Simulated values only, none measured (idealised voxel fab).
The process module presented herein is designated voxel capacitor over wiring.
Square cells of 5 nm make up the cross-section cut, whose width is 225 nm.
A cross-section is a grid of square cells, given in bands from the top down. A band is one or more rows of cells. The entry gives the band's vertical extent as a top height and a bottom height in nm, then its horizontal make-up as materials from left to right, each with a width in nm. "empty" stands for empty space; a single material marked "everywhere" fills the band edge to edge. Zero point of the height axis is 0; under it, received wafer = one material. Lowest band: continues down indefinitely, "0 and below". Top row gets the first number, bottom row gets the second, and each row in between changes by the same step: that is how a band width like "30->40" works. The cross-section has no changed cell in any step marked "nothing was modified". What "Listed closed voids" gives you is every empty space of 8 cells or more that is cut off from the top. Each appears as width x height at distance, with the distance taken from the left edge and width, height and distance all in nm. On a step's line, text after the settings is the simulator commenting on that step. Among the settings permitted on a step's line is "overlay nm"; applied to a step with a mask, it specifies the extent to which the mask lay to the right of its planned position, whereas a negative figure signifies a position to the left.
### Steps planned for the process
1) RECEIVE (material Si)
2) CONFORMAL_DEP (material SiO2; thk nm 15)
3) DIRECTIONAL_DEP (material TiN; thk nm 5)
4) DIRECTIONAL_DEP (material W; thk nm 25)
5) MASKED_ETCH (tone cover; mask id METAL_1; width nm 20; pitch nm 95; etch materials W; depth nm 25; overlay nm 0)
6) MASKED_ETCH (tone cover; mask id METAL_1; width nm 30; pitch nm 95; etch materials TiN; depth nm 5; overlay nm 0)
7) CONFORMAL_DEP (material SiN; thk nm 5)
8) FILL_DEP (material SiO2; thk nm 10)
9) CMP (height nm 45)
10) CONFORMAL_DEP (material SiCN; thk nm 5)
11) DIRECTIONAL_DEP (material lowk; thk nm 20)
12) DIRECTIONAL_DEP (material aC; thk nm 15)
13) PATTERN (tone open; mask id PLUG_1; material resist; width nm 15; thk nm 30; overlay nm 0)
14) DIRECTIONAL_ETCH (etch materials aC; depth nm 15)
15) STRIP (etch materials resist)
16) DIRECTIONAL_ETCH (etch materials lowk; depth nm 20)
17) DIRECTIONAL_ETCH (etch materials SiCN; depth nm 5)
18) STRIP (etch materials aC)
19) EPI (material Ru; thk nm 10)
20) EPI (material Ru; thk nm 10)
21) EPI (material Ru; thk nm 5)
22) DIRECTIONAL_DEP (material TiN; thk nm 10)
23) DIRECTIONAL_DEP (material SiN; thk nm 5)
24) DIRECTIONAL_DEP (material TiN; thk nm 10)
25) DIRECTIONAL_DEP (material aC; thk nm 15)
26) PATTERN (tone cover; mask id UPPER_PLATE; material resist; width nm 70; thk nm 35; overlay nm 0)
27) DIRECTIONAL_ETCH (etch materials aC; depth nm 15)
28) STRIP (etch materials resist)
29) DIRECTIONAL_ETCH (etch materials TiN; depth nm 10)
30) DIRECTIONAL_ETCH (etch materials SiN; depth nm 5)
31) STRIP (etch materials aC)
32) DIRECTIONAL_DEP (material aC; thk nm 10)
33) PATTERN (tone cover; mask id LOWER_PLATE; material resist; width nm 80; thk nm 25; overlay nm 0)
34) DIRECTIONAL_ETCH (etch materials aC; depth nm 10)
35) STRIP (etch materials resist)
36) DIRECTIONAL_ETCH (etch materials TiN; depth nm 10)
37) STRIP (etch materials aC)
38) FILL_DEP (material SiO2; thk nm 20)
39) CMP (height nm 110)
40) DIRECTIONAL_DEP (material aC; thk nm 15)
41) PATTERN (tone open; mask id PLUG_2; material resist; width nm 15; thk nm 35; overlay nm 0)
42) DIRECTIONAL_ETCH (etch materials aC; depth nm 15)
43) STRIP (etch materials resist)
44) DIRECTIONAL_ETCH (etch materials SiO2; depth nm 15)
45) STRIP (etch materials aC)
46) CONFORMAL_DEP (material TiN; thk nm 5)
47) FILL_DEP (material Ru; thk nm 10)
48) CMP (height nm 110)
49) CONFORMAL_DEP (material SiCN; thk nm 5)
Be aware that, although all wafers share a common starting state, the width nm at step 5 differs among them, and the plan displays the first wafer's value.
### Cut through the first of several wafers as received, post step 1
    0 and below  Si everywhere
    Listed closed voids: none
### Cross-section of the first of several wafers, taken after step 49, where the module ends
    115 down to 110  SiCN everywhere
    110 down to 100  75 of SiO2; 5 of TiN; 5 of Ru; 5 of TiN; 135 of SiO2
    100 down to 95  75 of SiO2; 15 of TiN; 135 of SiO2
    95 down to 85  65 of SiO2; 70 of TiN; 90 of SiO2
    85 down to 80  65 of SiO2; 70 of SiN; 90 of SiO2
    80 down to 70  60 of SiO2; 80 of TiN; 85 of SiO2
    70 down to 50  65 of lowk; 15 of Ru; 145 of lowk
    50 down to 45  65 of SiCN; 15 of Ru; 145 of SiCN
    45 down to 25  50 of SiO2; 5 of SiN; 20 of W; 5 of SiN; 65 of SiO2; 5 of SiN; 20 of W; 5 of SiN; 50 of SiO2
    25 down to 20  45 of SiO2; 10 of SiN; 20 of W; 10 of SiN; 55 of SiO2; 10 of SiN; 20 of W; 10 of SiN; 45 of SiO2
    20 down to 15  50 of SiN; 30 of TiN; 65 of SiN; 30 of TiN; 50 of SiN
    15 down to 0  SiO2 everywhere
    0 and below  Si everywhere
    Listed closed voids: none
### Cross-section of the last wafer at end of module
    115 down to 110  SiCN everywhere
    110 down to 100  75 of SiO2; 5 of TiN; 5 of Ru; 5 of TiN; 135 of SiO2
    100 down to 95  75 of SiO2; 15 of TiN; 135 of SiO2
    95 down to 85  65 of SiO2; 70 of TiN; 90 of SiO2
    85 down to 80  65 of SiO2; 70 of SiN; 90 of SiO2
    80 down to 70  60 of SiO2; 80 of TiN; 85 of SiO2
    70 down to 50  65 of lowk; 15 of Ru; 145 of lowk
    50 down to 45  65 of SiCN; 15 of Ru; 145 of SiCN
    45 down to 20  40 of SiO2; 5 of SiN; 45 of W; 5 of SiN; 40 of SiO2; 5 of SiN; 45 of W; 5 of SiN; 35 of SiO2
    20 down to 15  45 of SiN; 45 of TiN; 50 of SiN; 45 of TiN; 40 of SiN
    15 down to 0  SiO2 everywhere
    0 and below  Si everywhere
    Listed closed voids: none
### Row per wafer, end-of-module: cell gain (+)/loss (-) by material since the wafer came in, then closed voids
width nm 20 | +17 Ru | +87 SiCN | +71 SiN | +573 SiO2 | +79 TiN | +40 W | +168 lowk | Listed closed voids: none
width nm 25 | +17 Ru | +87 SiCN | +69 SiN | +565 SiO2 | +79 TiN | +50 W | +168 lowk | Listed closed voids: none
width nm 30 | +17 Ru | +87 SiCN | +67 SiN | +557 SiO2 | +79 TiN | +60 W | +168 lowk | Listed closed voids: none
width nm 35 | +17 Ru | +87 SiCN | +65 SiN | +547 SiO2 | +81 TiN | +70 W | +168 lowk | Listed closed voids: none
width nm 40 | +17 Ru | +87 SiCN | +63 SiN | +537 SiO2 | +83 TiN | +80 W | +168 lowk | Listed closed voids: none
width nm 45 | +17 Ru | +87 SiCN | +61 SiN | +527 SiO2 | +85 TiN | +90 W | +168 lowk | Listed closed voids: none
